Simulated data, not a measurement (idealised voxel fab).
The following is a process module called voxel capacitor over wiring.
Xsec cut, 260 nm wide, square cell size 5 nm.
A cross-section is written here as square cells arranged in a grid, and it is given in bands from the top down, each band taking up one or more rows of cells.
Quick guide to a band line: top height, bottom height (nm) up front; then every material left to right with its width in nm. Only one material and it's marked "full width"? Then it fills the band edge to edge. And "blank" just means empty space.
The level at which height equals 0 is the one under which the wafer, as it arrives, is entirely one material. No lower edge exists for the bottom band, which continues downward and is notated as in "0..down".
A two-number width, for instance "30->40", indicates that the width is equal to the first number in the top row of the band and to the second number in the bottom row, and that it changes by a constant amount per row of cells.
Given "no modifications" for a step, no cell of the cross-section differs between before and after that step.
The entry titled "Enclosed internal cavities" provides the empty spaces that have no open way to the top, restricted to those of 8 cells or more. Each is presented as width x height at distance, the distance being measured from the left edge, with all three in nm.
Post-settings text on a step line: simulator's own remark regarding the step.
overlay nm: on a step with a mask, how far right of its planned place the mask lay; negative means left.
BELOW IS THE LIST OF PLANNED PROCESS STEPS
1: RECEIVE, material Si
2: CONFORMAL_DEP, material SiO2, thk nm 10
3: CONFORMAL_DEP, material SiN, thk nm 5
4: DIRECTIONAL_DEP, material SiO2, thk nm 20
5: MASKED_ETCH, tone open, mask id METAL_1, width nm 25, pitch nm 75, etch materials SiO2, depth nm 20, overlay nm 0
6: MASKED_ETCH, tone open, mask id METAL_1, width nm 25, pitch nm 75, etch materials SiN, depth nm 5, overlay nm 0
7: CONFORMAL_DEP, material TiN, thk nm 5
8: FILL_DEP, material Cu, thk nm 5
9: CMP, height nm 35
10: CONFORMAL_DEP, material SiCN, thk nm 5
11: DIRECTIONAL_DEP, material SiO2, thk nm 20
12: DIRECTIONAL_DEP, material aC, thk nm 10
13: PATTERN, tone open, mask id PLUG_1, material resist, width nm 15, thk nm 25, overlay nm 0
14: DIRECTIONAL_ETCH, etch materials aC, depth nm 10
15: STRIP, etch materials resist
16: DIRECTIONAL_ETCH, etch materials SiO2, depth nm 20
17: DIRECTIONAL_ETCH, etch materials SiCN, depth nm 5
18: STRIP, etch materials aC
19: EPI, material Ru, thk nm 10
20: EPI, material Ru, thk nm 10
21: EPI, material Ru, thk nm 5
22: DIRECTIONAL_DEP, material TiN, thk nm 5
23: DIRECTIONAL_DEP, material HfO2, thk nm 5
24: DIRECTIONAL_DEP, material TiN, thk nm 5
25: PATTERN, tone cover, mask id UPPER_PLATE, material resist, width nm 55, thk nm 20, overlay nm 0
26: DIRECTIONAL_ETCH, etch materials TiN, depth nm 5
27: DIRECTIONAL_ETCH, etch materials HfO2, depth nm 5
28: STRIP, etch materials resist
29: PATTERN, tone cover, mask id LOWER_PLATE, material resist, width nm 65, thk nm 20, overlay nm 0
30: DIRECTIONAL_ETCH, etch materials TiN, depth nm 5
31: STRIP, etch materials resist
32: FILL_DEP, material SiO2, thk nm 20
33: CMP, height nm 90
34: DIRECTIONAL_DEP, material aC, thk nm 15
35: PATTERN, tone open, mask id PLUG_2, material resist, width nm 15, thk nm 35, overlay nm 0
36: DIRECTIONAL_ETCH, etch materials aC, depth nm 15
37: STRIP, etch materials resist
38: DIRECTIONAL_ETCH, etch materials SiO2, depth nm 15
39: STRIP, etch materials aC
40: CONFORMAL_DEP, material TiN, thk nm 5
41: FILL_DEP, material Ru, thk nm 5
42: CMP, height nm 90
43: CONFORMAL_DEP, material SiCN, thk nm 5
CROSS-SECTION OF THE WAFER UPON ARRIVAL, REPRESENTING THE STATE REACHED AFTER STEP 1
> 0..down  Si full width
> Enclosed internal cavities: none
STARTING WAFER: ABOVE. PLAN: ABOVE. RUN: ONE MISTAKE. CROSS-SECTION AFTER THE MODULE: BELOW
> 95..90  SiCN full width
> 90..80  SiO2 100; TiN 5; Ru 5; TiN 5; SiO2 145
> 80..70  SiO2 100->90; TiN 15->55; SiO2 145->115
> 70..65  SiO2 90; HfO2 55; SiO2 115
> 65..60  SiO2 85; TiN 65; SiO2 110
> 60..40  SiO2 90; Ru 15; SiO2 155
> 40..35  SiCN 90; Ru 15; SiCN 155
> 35..30  TiN 85; Cu 15; TiN 60; Cu 15; TiN 85
> 30..10  SiO2 80; TiN 5; Cu 15; TiN 5; SiO2 50; TiN 5; Cu 15; TiN 5; SiO2 80
> 10..5  SiN 80; TiN 25; SiN 50; TiN 25; SiN 80
> 5..0  SiO2 full width
> 0..down  Si full width
> Enclosed internal cavities: none
Want to know what went wrong? it should be noted that step 2 was executed with settings other than those planned, the operation and settings actually applied being CONFORMAL_DEP, material SiO2, thk nm 5
